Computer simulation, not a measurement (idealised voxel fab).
Proc. module: voxel self aligned contacts
Cross-sectional view cut (width: 255 nm; square cell size: 5 nm).
In what follows, cross-sections appear as grids of square cells, described through bands that run from the top down, where every band is one or more rows of cells.
Top, bottom (nm), then materials left to right with widths (nm); lone material tagged "throughout" fills the whole band edge to edge; "empty" = empty space.
Heights from 0 (as-received wafer is one material below). Bottom band endless downward, as "0 down".
You'd read "30->40" like this: the band's top row of cells is as wide as the first number, its bottom row is as wide as the second, and going down, every row changes width by the same amount as the row before did.
What does "no alterations made" mean for a step? It means no cell of the cross-section changed in that step.
Entry "Enclosed cavity list" = empty spaces >= 8 cells with no open way to the top; each as width x height at distance, distance from left edge, all nm.
Step line, after settings: the simulator's comment on this step.
The "overlay nm" setting may appear on a step's line; for a step that uses a mask, it gives how far to the right of its planned position the mask lay, and a negative value indicates the left.
Listed below are the process steps as planned:
1 RECEIVE, material Si
2 CONFORMAL_DEP, material SiO2, thk nm 5
3 DIRECTIONAL_DEP, material polySi, thk nm 30
4 DIRECTIONAL_DEP, material SiN, thk nm 20
5 MASKED_ETCH, tone cover, mask id GATE, width nm 35, pitch nm 80, etch materials SiN, depth nm 20, overlay nm 0
6 MASKED_ETCH, tone cover, mask id GATE, width nm 35, pitch nm 80, etch materials polySi, depth nm 30, overlay nm 0
7 CONFORMAL_DEP, material SiN, thk nm 10
8 DIRECTIONAL_ETCH, etch materials SiN, depth nm 10
9 FILL_DEP, material SiO2, thk nm 15
10 CMP, height nm 65
11 PATTERN, tone open, mask id CONTACT, material resist, width nm 65, thk nm 20, overlay nm 0
12 DIRECTIONAL_ETCH, etch materials SiO2, depth nm 65
13 STRIP, etch materials resist
14 CONFORMAL_DEP, material TiN, thk nm 5
15 FILL_DEP, material Ru, thk nm 5
16 CMP, height nm 65
17 CONFORMAL_DEP, material SiCN, thk nm 5
As-received wafer cross-section (after step 1):
- 0 down  Si throughout
- Enclosed cavity list: none
Looking at the first of two wafers in cross-section at end of module - ran to plan:
- 70 to 65  SiCN throughout
- 65 to 55  SiO2 95, TiN 5->25, Ru 55->15, TiN 5->25, SiO2 95
- 55 to 35  SiO2 60, SiN 55, TiN 5, Ru 15, TiN 5, SiN 55, SiO2 60
- 35 to 5  SiO2 60, SiN 10, polySi 35, SiN 10, TiN 5, Ru 15, TiN 5, SiN 10, polySi 35, SiN 10, SiO2 60
- 5 to 0  SiO2 115, TiN 25, SiO2 115
- 0 down  Si throughout
- Enclosed cavity list: none
Presented here is a cross-section of the second of the two wafers as it stood at the end of the module. It was started in the same manner and assigned the same plan as the first wafer; however, one mistake was made in its execution:
- 70 to 65  SiCN throughout
- 65 to 40  SiO2 60, SiN 10, polySi 35, SiN 10, TiN 5, Ru 15, TiN 5, SiN 10, polySi 35, SiN 10, SiO2 60
- 40 to 35  SiO2 60, SiN 10, polySi 35, SiN 10, TiN 25, SiN 10, polySi 35, SiN 10, SiO2 60
- 35 to 5  polySi throughout
- 5 to 0  SiO2 throughout
- 0 down  Si throughout
- Enclosed cavity list: none
Which mistake was made when the wafer was run? twice, step 3 of the plan was run
Per the end-of-run cell counts, the second wafer holds more or fewer of some materials than the first: Ru: 29 fewer; SiN: 88 fewer; SiO2: 167 fewer; TiN: 22 fewer; polySi: 306 more
